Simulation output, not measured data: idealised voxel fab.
The following is a process module called voxel gate over fins.
Cross-section cut spans 185 nm and uses square cells 5 nm in size.
In what follows, cross-sections appear as grids of square cells, described through bands that run from the top down, where every band is one or more rows of cells. Quick guide to a band line: top height, bottom height (nm) up front; then every material left to right with its width in nm. Only one material and it's marked "everywhere"? Then it fills the band edge to edge. And "blank" just means empty space. It should be noted that heights are counted from 0, beneath which the wafer as supplied is of one material throughout, and that the lowest band possesses no lower boundary but continues downward, as written in "0 -> down". So if you see something like "30 to 40" for the width, read it as the top row of the band sitting at the first number and the bottom row at the second, with every row in between moving by the same amount as the last. For the purposes of this document, the phrase "no alteration" attached to a step denotes that no cell within the cross-section was modified by that step. "Trapped cavities" contains a list of empty spaces, each no smaller than 8 cells and without an open way to the top, written in the form width x height at distance with the distance from the left edge and all three in nm. That trailing text on a step's line, after the settings, is the simulator's own remark on the step. A step line may carry the setting "overlay nm", which, for steps involving a mask, states the distance by which the mask lay to the right of its intended position; negative values denote displacement to the left.

The steps planned for the process are as follows
- 1: RECEIVE with material Si
- 2: CONFORMAL_DEP with material SiN, thk nm 5
- 3: DIRECTIONAL_DEP with material aC, thk nm 10
- 4: PATTERN with tone cover, mask id FINS, material resist, width nm 15, pitch nm 60, thk nm 25, overlay nm 0
- 5: DIRECTIONAL_ETCH with etch materials aC, depth nm 10
- 6: STRIP with etch materials resist
- 7: DIRECTIONAL_ETCH with etch materials SiN, depth nm 5
- 8: DIRECTIONAL_ETCH with etch materials Si, depth nm 40
- 9: STRIP with etch materials aC
- 10: FILL_DEP with material SiO2, thk nm 10
- 11: CMP with height nm 5
- 12: PATTERN with tone open, mask id RAIL, material resist, width nm 15, thk nm 20, overlay nm 0
- 13: DIRECTIONAL_ETCH with etch materials SiO2, depth nm 40
- 14: STRIP with etch materials resist
- 15: CONFORMAL_DEP with material TiN, thk nm 5
- 16: FILL_DEP with material Ru, thk nm 5
- 17: CMP with height nm 5
- 18: SELECTIVE_ETCH with etch materials W Ru TiN, depth nm 30
- 19: FILL_DEP with material SiO2, thk nm 5
- 20: CMP with height nm 5
- 21: SELECTIVE_ETCH with etch materials SiO2, depth nm 20
- 22: STRIP with etch materials SiN
- 23: CONFORMAL_DEP with material HfO2, thk nm 5
- 24: CONFORMAL_DEP with material TiN, thk nm 5
- 25: FILL_DEP with material W, thk nm 15
- 26: CMP with height nm 20
- 27: CONFORMAL_DEP with material SiN, thk nm 10

The first of the two wafers, which ran as planned

Cross-section of the wafer upon arrival, representing the state reached after step 1
    0 -> down = Si everywhere
    Trapped cavities: none

The following cross-section depicts the wafer upon completion of step 2
    5 -> 0 = SiN everywhere
    Below 0, no change.

The following cross-section depicts the wafer upon completion of step 3
    15 -> 5 = aC everywhere
    Below 5, no change.

The following cross-section depicts the wafer upon completion of step 4
    40 -> 15 = blank=55 / resist=15 / blank=45 / resist=15 / blank=55
    Below 15, no change.

The following cross-section depicts the wafer upon completion of step 5
    30 -> 15 = blank=55 / resist=15 / blank=45 / resist=15 / blank=55
    15 -> 5 = blank=55 / aC=15 / blank=45 / aC=15 / blank=55
    Below 5, no change.

The following cross-section depicts the wafer upon completion of step 6
    15 -> 5 = blank=55 / aC=15 / blank=45 / aC=15 / blank=55
    Below 5, no change.

The following cross-section depicts the wafer upon completion of step 7
    15 -> 5 = blank=55 / aC=15 / blank=45 / aC=15 / blank=55
    5 -> 0 = blank=55 / SiN=15 / blank=45 / SiN=15 / blank=55
    Below 0, no change.

The following cross-section depicts the wafer upon completion of step 8
    15 -> 5 = blank=55 / aC=15 / blank=45 / aC=15 / blank=55
    5 -> 0 = blank=55 / SiN=15 / blank=45 / SiN=15 / blank=55
    0 -> -40 = blank=55 / Si=15 / blank=45 / Si=15 / blank=55
    Below -40, no change.

The following cross-section depicts the wafer upon completion of step 9
    5 -> 0 = blank=55 / SiN=15 / blank=45 / SiN=15 / blank=55
    Below 0, no change.

The following cross-section depicts the wafer upon completion of step 10
    15 -> 5 = SiO2 everywhere
    5 -> 0 = SiO2=55 / SiN=15 / SiO2=45 / SiN=15 / SiO2=55
    0 -> -40 = SiO2=55 / Si=15 / SiO2=45 / Si=15 / SiO2=55
    Below -40, no change.

The following cross-section depicts the wafer upon completion of step 11
    5 -> 0 = SiO2=55 / SiN=15 / SiO2=45 / SiN=15 / SiO2=55
    Below 0, no change.

The following cross-section depicts the wafer upon completion of step 12
    25 -> 5 = resist=85 / blank=15 / resist=85
    Below 5, no change.

The following cross-section depicts the wafer upon completion of step 13
    25 -> 5 = resist=85 / blank=15 / resist=85
    5 -> 0 = SiO2=55 / SiN=15 / SiO2=15 / blank=15 / SiO2=15 / SiN=15 / SiO2=55
    0 -> -35 = SiO2=55 / Si=15 / SiO2=15 / blank=15 / SiO2=15 / Si=15 / SiO2=55
    Below -35, no change.

The following cross-section depicts the wafer upon completion of step 14
    5 -> 0 = SiO2=55 / SiN=15 / SiO2=15 / blank=15 / SiO2=15 / SiN=15 / SiO2=55
    Below 0, no change.

The following cross-section depicts the wafer upon completion of step 15
    10 -> 5 = TiN=90 / blank=5 / TiN=90
    5 -> 0 = SiO2=55 / SiN=15 / SiO2=15 / TiN=5 / blank=5 / TiN=5 / SiO2=15 / SiN=15 / SiO2=55
    0 -> -30 = SiO2=55 / Si=15 / SiO2=15 / TiN=5 / blank=5 / TiN=5 / SiO2=15 / Si=15 / SiO2=55
    -30 -> -35 = SiO2=55 / Si=15 / SiO2=15 / TiN=15 / SiO2=15 / Si=15 / SiO2=55
    Below -35, no change.

The following cross-section depicts the wafer upon completion of step 16
    15 -> 10 = Ru everywhere
    10 -> 5 = TiN=90 / Ru=5 / TiN=90
    5 -> 0 = SiO2=55 / SiN=15 / SiO2=15 / TiN=5 / Ru=5 / TiN=5 / SiO2=15 / SiN=15 / SiO2=55
    0 -> -30 = SiO2=55 / Si=15 / SiO2=15 / TiN=5 / Ru=5 / TiN=5 / SiO2=15 / Si=15 / SiO2=55
    Below -30, no change.

The following cross-section depicts the wafer upon completion of step 17
    5 -> 0 = SiO2=55 / SiN=15 / SiO2=15 / TiN=5 / Ru=5 / TiN=5 / SiO2=15 / SiN=15 / SiO2=55
    Below 0, no change.

The following cross-section depicts the wafer upon completion of step 18
    5 -> 0 = SiO2=55 / SiN=15 / SiO2=15 / blank=15 / SiO2=15 / SiN=15 / SiO2=55
    0 -> -25 = SiO2=55 / Si=15 / SiO2=15 / blank=15 / SiO2=15 / Si=15 / SiO2=55
    Below -25, no change.

The following cross-section depicts the wafer upon completion of step 19
    10 -> 5 = SiO2 everywhere
    5 -> 0 = SiO2=55 / SiN=15 / SiO2=45 / SiN=15 / SiO2=55
    0 -> -25 = SiO2=55 / Si=15 / SiO2=45 / Si=15 / SiO2=55
    Below -25, no change.

The following cross-section depicts the wafer upon completion of step 20
    5 -> 0 = SiO2=55 / SiN=15 / SiO2=45 / SiN=15 / SiO2=55
    Below 0, no change.

The following cross-section depicts the wafer upon completion of step 21
    5 -> 0 = blank=55 / SiN=15 / blank=45 / SiN=15 / blank=55
    0 -> -15 = blank=55 / Si=15 / blank=45 / Si=15 / blank=55
    Below -15, no change.

The following cross-section depicts the wafer upon completion of step 22
    0 -> -15 = blank=55 / Si=15 / blank=45 / Si=15 / blank=55
    Below -15, no change.

The following cross-section depicts the wafer upon completion of step 23
    5 -> 0 = blank=50 / HfO2=25 / blank=35 / HfO2=25 / blank=50
    0 -> -10 = blank=50 / HfO2=5 / Si=15 / HfO2=5 / blank=35 / HfO2=5 / Si=15 / HfO2=5 / blank=50
    -10 -> -15 = HfO2=55 / Si=15 / HfO2=45 / Si=15 / HfO2=55
    Below -15, no change.

The following cross-section depicts the wafer upon completion of step 24
    10 -> 5 = blank=45 / TiN=35 / blank=25 / TiN=35 / blank=45
    5 -> 0 = blank=45 / TiN=5 / HfO2=25 / TiN=5 / blank=25 / TiN=5 / HfO2=25 / TiN=5 / blank=45
    0 -> -5 = blank=45 / TiN=5 / HfO2=5 / Si=15 / HfO2=5 / TiN=5 / blank=25 / TiN=5 / HfO2=5 / Si=15 / HfO2=5 / TiN=5 / blank=45
    -5 -> -10 = TiN=50 / HfO2=5 / Si=15 / HfO2=5 / TiN=35 / HfO2=5 / Si=15 / HfO2=5 / TiN=50
    Below -10, no change.

The following cross-section depicts the wafer upon completion of step 25
    25 -> 10 = W everywhere
    10 -> 5 = W=45 / TiN=35 / W=25 / TiN=35 / W=45
    5 -> 0 = W=45 / TiN=5 / HfO2=25 / TiN=5 / W=25 / TiN=5 / HfO2=25 / TiN=5 / W=45
    0 -> -5 = W=45 / TiN=5 / HfO2=5 / Si=15 / HfO2=5 / TiN=5 / W=25 / TiN=5 / HfO2=5 / Si=15 / HfO2=5 / TiN=5 / W=45
    Below -5, no change.

The following cross-section depicts the wafer upon completion of step 26
    20 -> 10 = W everywhere
    Below 10, no change.

The following cross-section depicts the wafer upon completion of step 27
    30 -> 20 = SiN everywhere
    Below 20, no change.

The Second Wafer: Common Origin and Plan, One Mistake in Execution, Identical to the First Through Step 22

Second wafer: cross-section at the scheduled end of step 23: no alteration

Second wafer: cross-section at the scheduled end of step 24
    5 -> 0 = blank=50 / TiN=25 / blank=35 / TiN=25 / blank=50
    0 -> -10 = blank=50 / TiN=5 / Si=15 / TiN=5 / blank=35 / TiN=5 / Si=15 / TiN=5 / blank=50
    -10 -> -15 = TiN=55 / Si=15 / TiN=45 / Si=15 / TiN=55
    Below -15, no change.

Second wafer: cross-section at the scheduled end of step 25
    20 -> 5 = W everywhere
    5 -> 0 = W=50 / TiN=25 / W=35 / TiN=25 / W=50
    0 -> -10 = W=50 / TiN=5 / Si=15 / TiN=5 / W=35 / TiN=5 / Si=15 / TiN=5 / W=50
    Below -10, no change.

Second wafer: cross-section at the scheduled end of step 26: no alteration

Second wafer: cross-section at the scheduled end of step 27
    30 -> 20 = SiN everywhere
    Below 20, no change.
What was done differently from what was planned? step 23 was left out
Once processing is complete, comparing cell counts shows that the second wafer has more or fewer of certain materials than the first: -49 HfO2; +49 W
